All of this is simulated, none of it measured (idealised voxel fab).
This is a process module. Its name is voxel capacitor over wiring.
Section shown: cut. Width: 170 nm. Cell size: 5 nm, square.
A cross-section in this document is a grid of square cells, and it is written down as bands, the top band listed before the ones below it; a band is made up of one or more rows of cells. Within each band entry, the heights of the top and of the bottom of the band appear first, in that order and in nm; the materials of the band then follow from left to right, each with its corresponding width in nm. The designation "edge to edge" on a single material indicates that it fills the band from edge to edge; the designation "empty" indicates empty space. Height is counted from the level 0, under which the received wafer is composed throughout of one material. The lowest of the bands is not closed at the bottom but continues downward, in the notation "from 0 down". It should be noted that a width expressed as "30->40" varies in equal increments from row to row of cells within the band, taking the value of the first number at the top row and that of the second number at the bottom row. What does "nothing got changed" mean for a step? It means no cell of the cross-section changed in that step. "Closed void inventory" - sealed voids, min. 8 cells, no opening to top; format: width x height at distance (distance from left edge; nm throughout). What comes after the settings on a step's line is commentary from the simulator itself on that step. The optional step-line setting "overlay nm" applies to steps with a mask and quantifies how far to the right of its planned location the mask lay, a negative value indicating leftward placement.

BELOW IS THE LIST OF PLANNED PROCESS STEPS
| 1 | RECEIVE | material Si |
| 2 | CONFORMAL_DEP | material SiO2 | thk nm 15 |
| 3 | DIRECTIONAL_DEP | material TiN | thk nm 5 |
| 4 | DIRECTIONAL_DEP | material W | thk nm 20 |
| 5 | PATTERN | tone cover | mask id METAL_1 | material resist | width nm 20 | pitch nm 75 | thk nm 15 | overlay nm 0 |
| 6 | DIRECTIONAL_ETCH | etch materials W | depth nm 20 |
| 7 | DIRECTIONAL_ETCH | etch materials TiN | depth nm 5 |
| 8 | STRIP | etch materials resist |
| 9 | CONFORMAL_DEP | material SiCN | thk nm 5 |
| 10 | FILL_DEP | material lowk | thk nm 10 |
| 11 | CMP | height nm 40 |
| 12 | CONFORMAL_DEP | material SiCN | thk nm 5 |
| 13 | DIRECTIONAL_DEP | material lowk | thk nm 20 |
| 14 | MASKED_ETCH | tone open | mask id PLUG_1 | width nm 15 | etch materials lowk | depth nm 20 | overlay nm 0 |
| 15 | MASKED_ETCH | tone open | mask id PLUG_1 | width nm 15 | etch materials SiCN | depth nm 5 | overlay nm 0 |
| 16 | EPI | material Ru | thk nm 10 |
| 17 | EPI | material Ru | thk nm 10 |
| 18 | EPI | material Ru | thk nm 5 |
| 19 | DIRECTIONAL_DEP | material TiN | thk nm 10 |
| 20 | DIRECTIONAL_DEP | material SiN | thk nm 5 |
| 21 | DIRECTIONAL_DEP | material TiN | thk nm 5 |
| 22 | DIRECTIONAL_DEP | material aC | thk nm 15 |
| 23 | PATTERN | tone cover | mask id UPPER_PLATE | material resist | width nm 60 | thk nm 30 | overlay nm 0 |
| 24 | DIRECTIONAL_ETCH | etch materials aC | depth nm 15 |
| 25 | STRIP | etch materials resist |
| 26 | DIRECTIONAL_ETCH | etch materials TiN | depth nm 5 |
| 27 | DIRECTIONAL_ETCH | etch materials SiN | depth nm 5 |
| 28 | STRIP | etch materials aC |
| 29 | DIRECTIONAL_DEP | material aC | thk nm 15 |
| 30 | PATTERN | tone cover | mask id LOWER_PLATE | material resist | width nm 70 | thk nm 30 | overlay nm 0 |
| 31 | DIRECTIONAL_ETCH | etch materials aC | depth nm 15 |
| 32 | STRIP | etch materials resist |
| 33 | DIRECTIONAL_ETCH | etch materials TiN | depth nm 10 |
| 34 | STRIP | etch materials aC |
| 35 | FILL_DEP | material SiO2 | thk nm 20 |
| 36 | CMP | height nm 100 |
| 37 | MASKED_ETCH | tone open | mask id PLUG_2 | width nm 15 | etch materials SiO2 | depth nm 15 | overlay nm 0 |
| 38 | CONFORMAL_DEP | material TiN | thk nm 5 |
| 39 | FILL_DEP | material W | thk nm 5 |
| 40 | CMP | height nm 100 |
| 41 | CONFORMAL_DEP | material SiCN | thk nm 5 |
Same starting wafers, different thk nm at step 12. Plan value belongs to the first wafer.

CROSS-SECTION OF THE FIRST OF SEVERAL RECEIVED WAFERS, SHOWING ITS STATE AFTER STEP 1
* from 0 down  Si edge to edge
* Closed void inventory: none

FIRST OF SEVERAL WAFERS: CROSS-SECTION AT THE END OF THE MODULE, AFTER STEP 41, ITS LAST STEP
* from 105 to 100  SiCN edge to edge
* from 100 to 90  SiO2: 50, TiN: 5, W: 5, TiN: 5, SiO2: 105
* from 90 to 80  SiO2: 50->40, TiN: 15->60, SiO2: 105->70
* from 80 to 75  SiO2: 40, SiN: 60, SiO2: 70
* from 75 to 65  SiO2: 35, TiN: 70, SiO2: 65
* from 65 to 45  lowk: 40, Ru: 15, lowk: 115
* from 45 to 40  SiCN: 40, Ru: 15, SiCN: 115
* from 40 to 20  lowk: 30, SiCN: 5, W: 20, SiCN: 5, lowk: 45, SiCN: 5, W: 20, SiCN: 5, lowk: 35
* from 20 to 15  SiCN: 35, TiN: 20, SiCN: 55, TiN: 20, SiCN: 40
* from 15 to 0  SiO2 edge to edge
* from 0 down  Si edge to edge
* Closed void inventory: none

CROSS-SECTION OF THE LAST WAFER AT END OF MODULE
* from 105 to 100  SiCN edge to edge
* from 100 to 95  SiO2: 50, TiN: 50, SiO2: 70
* from 95 to 90  SiO2: 50, TiN: 5, SiN: 45, SiO2: 70
* from 90 to 80  SiO2: 35, TiN: 5, SiO2: 10->15, TiN: 55->50, SiO2: 65
* from 80 to 75  lowk: 40, SiO2: 15, lowk: 115
* from 75 to 70  lowk: 40, TiN: 15, lowk: 115
* from 70 to 65  lowk: 40, SiN: 15, lowk: 115
* from 65 to 60  lowk: 40, TiN: 15, lowk: 115
* from 60 to 55  SiCN: 40, TiN: 15, SiCN: 115
* from 55 to 40  SiCN edge to edge
* from 40 to 20  lowk: 30, SiCN: 5, W: 20, SiCN: 5, lowk: 45, SiCN: 5, W: 20, SiCN: 5, lowk: 35
* from 20 to 15  SiCN: 35, TiN: 20, SiCN: 55, TiN: 20, SiCN: 40
* from 15 to 0  SiO2 edge to edge
* from 0 down  Si edge to edge
* Closed void inventory: none

HEADS UP, THIS TABLE GOES WAFER BY WAFER. A ROW TELLS YOU, AT THE END OF THE MODULE, HOW MANY CELLS OF EACH MATERIAL THAT WAFER HAS PUT ON (+) OR DROPPED (-) SINCE IT WAS RECEIVED, AND THEN ITS CLOSED VOIDS
thk nm 5, +15 Ru, +107 SiCN, +12 SiN, +279 SiO2, +55 TiN, +34 W, +212 lowk, Closed void inventory: none
thk nm 10, +141 SiCN, +12 SiN, +262 SiO2, +54 TiN, +33 W, +212 lowk, Closed void inventory: none
thk nm 15, +175 SiCN, +12 SiN, +230 SiO2, +53 TiN, +32 W, +212 lowk, Closed void inventory: none
thk nm 20, +209 SiCN, +12 SiN, +198 SiO2, +51 TiN, +32 W, +212 lowk, Closed void inventory: none
